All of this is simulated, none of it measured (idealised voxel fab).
process module | voxel gate over fins
cross-section cut | 155 nm wide | cells 5 nm
A cross-section is a grid of square cells, given in bands from the top down. A band is one or more rows of cells.
Each band's line starts with the height of the band's top and of its bottom, in nm. Then come its materials from left to right, each with its width in nm. One material with "throughout" fills the band from edge to edge. "air" is empty space.
Height 0 is the level under which the wafer as received is all one material. The lowest band goes on downwards, as in "0 down".
A width such as "30 to 40" changes by the same amount from each row of cells to the next, from the band's top row to its bottom row.
"no change" after a step means that no cell of the cross-section changed.
closed voids: empty space of 8 cells or more with no open way to the top, each as width x height at its distance from the left edge, in nm
after a step's settings: what the simulator itself notes on the step
overlay nm, on a step with a mask: how far to the right of its planned place the mask lay; to the left if negative
plan
1 op RECEIVE | material Si
2 op CONFORMAL_DEP | material SiN | thk nm 5
3 op MASKED_ETCH | tone cover | mask id FINS | width nm 15 | pitch nm 50 | etch materials SiN | depth nm 5 | overlay nm 0
4 op MASKED_ETCH | tone cover | mask id FINS | width nm 15 | pitch nm 50 | etch materials Si | depth nm 30 | overlay nm 0
5 op FILL_DEP | material SiO2 | thk nm 5
6 op CMP | height nm 5
7 op DIRECTIONAL_DEP | material aC | thk nm 10
8 op PATTERN | tone open | mask id RAIL | material resist | width nm 15 | thk nm 30 | overlay nm -15
9 op DIRECTIONAL_ETCH | etch materials aC | depth nm 10
10 op STRIP | etch materials resist
11 op DIRECTIONAL_ETCH | etch materials SiO2 | depth nm 30
12 op STRIP | etch materials aC
13 op CONFORMAL_DEP | material TiN | thk nm 5
14 op FILL_DEP | material W | thk nm 10
15 op CMP | height nm 5
16 op SELECTIVE_ETCH | etch materials W Ru TiN | depth nm 20
17 op FILL_DEP | material SiO2 | thk nm 5
18 op CMP | height nm 5
19 op SELECTIVE_ETCH | etch materials SiO2 | depth nm 15
20 op STRIP | etch materials SiN
21 op CONFORMAL_DEP | material HfO2 | thk nm 5
22 op CONFORMAL_DEP | material TiN | thk nm 5
23 op FILL_DEP | material W | thk nm 10
24 op CMP | height nm 15
25 op CONFORMAL_DEP | material SiCN | thk nm 10
varied across the wafers: overlay nm of step 8. The plan shows the first wafer's value. All wafers start alike
first wafer as received, after step 1
  0 down: Si throughout
  closed voids: none
each wafer at the end: cells of each material gained (+) or lost (-) since it was received, then its closed voids
overlay nm -15 | +43 HfO2 | -132 Si | +62 SiCN | +84 SiO2 | +47 TiN | +51 W | closed voids: none
overlay nm -10 | +43 HfO2 | -132 Si | +62 SiCN | +82 SiO2 | +48 TiN | +52 W | closed voids: none
overlay nm -5 | +43 HfO2 | -132 Si | +62 SiCN | +82 SiO2 | +48 TiN | +52 W | closed voids: none
overlay nm 0 | +43 HfO2 | -132 Si | +62 SiCN | +82 SiO2 | +48 TiN | +52 W | closed voids: none
overlay nm 5 | +43 HfO2 | -132 Si | +62 SiCN | +82 SiO2 | +48 TiN | +52 W | closed voids: none
overlay nm 10 | +43 HfO2 | -132 Si | +62 SiCN | +82 SiO2 | +48 TiN | +52 W | closed voids: none
overlay nm 15 | +43 HfO2 | -132 Si | +62 SiCN | +84 SiO2 | +47 TiN | +51 W | closed voids: none
